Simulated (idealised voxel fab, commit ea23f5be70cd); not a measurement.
Name of the process module below: voxel self aligned vias
It is cross-section cut that appears here, measuring 190 nm in width, its square cells being 5 nm in size.
The cross-sections in this document take the form of a grid made of square cells. They are written out as bands, in order from top to bottom. Each band consists of one or more rows of cells.
It is stipulated that each band's entry specify, in nanometres, the height of the top of the band and then that of its bottom, followed by the materials of the band in left-to-right sequence, each together with its width in nanometres. A single material marked by the word "all across" is understood to fill the band from edge to edge; the word "empty" is understood to denote empty space.
Where do heights start? At 0: under that level the wafer as delivered is made of one material only. And the lowest band has no floor; it just carries on downward, as in "top 0, no bottom".
Width spec "30 to 40" -> top row of cells at first value, bottom row at second value, equal per-row change in between.
The cross-section has no changed cell in any step marked "no alteration".
Empty spaces counting at least 8 cells and having no open way to the top are listed in "Encapsulated voids". The notation width x height at distance is used for each, the distance being from the left edge and all three values in nm.
Read whatever lies past the settings on a step's line as the simulator's own remark about the step.
overlay nm: right-of-plan distance of the mask on a masked step; negative values mean left-of-plan.

## The planned process steps are enumerated hereunder
1) RECEIVE (material Si)
2) CONFORMAL_DEP (material SiO2; thk nm 10)
3) CONFORMAL_DEP (material SiCN; thk nm 5)
4) DIRECTIONAL_DEP (material lowk; thk nm 20)
5) PATTERN (tone open; mask id LINES; material resist; width nm 25; pitch nm 65; thk nm 20; overlay nm 0)
6) DIRECTIONAL_ETCH (etch materials lowk; depth nm 20)
7) STRIP (etch materials resist)
8) CONFORMAL_DEP (material TiN; thk nm 5)
9) FILL_DEP (material Ru; thk nm 10)
10) CMP (height nm 35)
11) SELECTIVE_ETCH (etch materials W Ru TiN; depth nm 5)
12) FILL_DEP (material SiN; thk nm 5)
13) CMP (height nm 35)
14) DIRECTIONAL_DEP (material lowk; thk nm 20)
15) MASKED_ETCH (tone open; mask id VIAS; width nm 35; etch materials lowk; depth nm 20; overlay nm 0)
16) MASKED_ETCH (tone open; mask id VIAS; width nm 35; etch materials SiN; depth nm 5; overlay nm 0)
17) CONFORMAL_DEP (material TiN; thk nm 5)
18) FILL_DEP (material Ru; thk nm 5)
19) CMP (height nm 55)
20) CONFORMAL_DEP (material SiCN; thk nm 5)

## Received-state cross-section, reflecting completion of step 1
	top 0, no bottom  Si all across
	Encapsulated voids: none

## Looking at the first of two wafers in cross-section at end of module - ran to plan
	top 60, bottom 55  SiCN all across
	top 55, bottom 40  lowk: 45 | TiN: 5 | Ru: 25 | TiN: 5 | lowk: 110
	top 40, bottom 35  lowk: 45 | TiN: 10 | Ru: 15 | TiN: 10 | lowk: 110
	top 35, bottom 30  lowk: 50 | TiN: 25 | lowk: 40 | SiN: 25 | lowk: 50
	top 30, bottom 20  lowk: 50 | TiN: 5 | Ru: 15 | TiN: 5 | lowk: 40 | TiN: 5 | Ru: 15 | TiN: 5 | lowk: 50
	top 20, bottom 15  lowk: 50 | TiN: 25 | lowk: 40 | TiN: 25 | lowk: 50
	top 15, bottom 10  SiCN all across
	top 10, bottom 0  SiO2 all across
	top 0, no bottom  Si all across
	Encapsulated voids: none

## Wafer two (of two), end-of-module cross-section: start = wafer one, plan = wafer one, one run mistake
	top 60, bottom 55  SiCN all across
	top 55, bottom 35  lowk: 45 | TiN: 5 | lowk: 25 | TiN: 5 | lowk: 110
	top 35, bottom 30  lowk: 50 | SiN: 25 | lowk: 40 | SiN: 25 | lowk: 50
	top 30, bottom 20  lowk: 50 | TiN: 5 | Ru: 15 | TiN: 5 | lowk: 40 | TiN: 5 | Ru: 15 | TiN: 5 | lowk: 50
	top 20, bottom 15  lowk: 50 | TiN: 25 | lowk: 40 | TiN: 25 | lowk: 50
	top 15, bottom 10  SiCN all across
	top 10, bottom 0  SiO2 all across
	top 0, no bottom  Si all across
	Encapsulated voids: none
Diagnosis: step 14 ran in the slot meant for step 15, and vice versa
Cell-count delta at end, second wafer over first, by material: -18 Ru | +5 SiN | -7 TiN | +20 lowk
